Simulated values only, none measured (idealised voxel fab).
Module name: voxel ribs on slabs (process module)
In the cross-section labelled cut, the width is 240 nm and each square cell is 5 nm.
Square cells in a grid make up a cross-section in this document, and the grid is given as bands, listed from the top down, each one or more rows of cells.
For a band, the entry starts with two heights in nm, that of the top and then that of the bottom, and carries on with the band's materials in order from left to right, each alongside its width in nm; the word "full width" beside a single material means it fills the band edge to edge, and "blank" means empty space.
Zero point of the height axis is 0; under it, received wafer = one material. Lowest band: continues down indefinitely, "0 and below".
A width such as "30 to 40" changes by the same amount from each row of cells to the next, from the band's top row to its bottom row.
Take "everything unchanged" at face value: in the step it is given for, the cross-section changed in none of its cells.
Entry "Closed void catalog". Content: empty spaces with no open connection to the top, size 8 cells or greater. Each: width x height at distance. Distance: from left edge. Unit: nm.
Where a step's line continues beyond its settings, the continuation is a remark by the simulator itself on that step.
overlay nm, on a step with a mask: how far to the right of its planned place the mask lay; to the left if negative
**Steps in the process plan**
1,op RECEIVE | material Si
2,op DIRECTIONAL_DEP | material SiO2 | thk nm 30
3,op DIRECTIONAL_DEP | material SiN | thk nm 20
4,op PATTERN | tone cover | mask id RIB | material resist | width nm 20 | thk nm 15 | overlay nm 0
5,op DIRECTIONAL_ETCH | etch materials SiN | depth nm 10
6,op STRIP | etch materials resist
7,op PATTERN | tone cover | mask id SLAB | material resist | width nm 70 | thk nm 15 | overlay nm 0
8,op DIRECTIONAL_ETCH | etch materials SiN | depth nm 10
9,op STRIP | etch materials resist
10,op FILL_DEP | material SiO2 | thk nm 30
11,op CMP | height nm 70
12,op DIRECTIONAL_DEP | material W | thk nm 10
13,op MASKED_ETCH | tone cover | mask id HEATER | width nm 30 | etch materials W | depth nm 10 | overlay nm 0
14,op CONFORMAL_DEP | material SiO2 | thk nm 10
**Received-state cross-section, reflecting completion of step 1**
	0 and below | Si full width
	Closed void catalog: none
**Same starting wafer, same plan as above, one mistake in the execution; this is the cross-section at the end of the module**
	80 down to 70 | blank (105) / W (30) / blank (105)
	70 down to 50 | SiO2 full width
	50 down to 40 | SiO2 (110) / SiN (20) / SiO2 (110)
	40 down to 30 | SiO2 (85) / SiN (70) / SiO2 (85)
	30 down to 0 | SiO2 full width
	0 and below | Si full width
	Closed void catalog: none
The mistake made against the process plan was this: step 14 of the plan was excluded from execution and never run
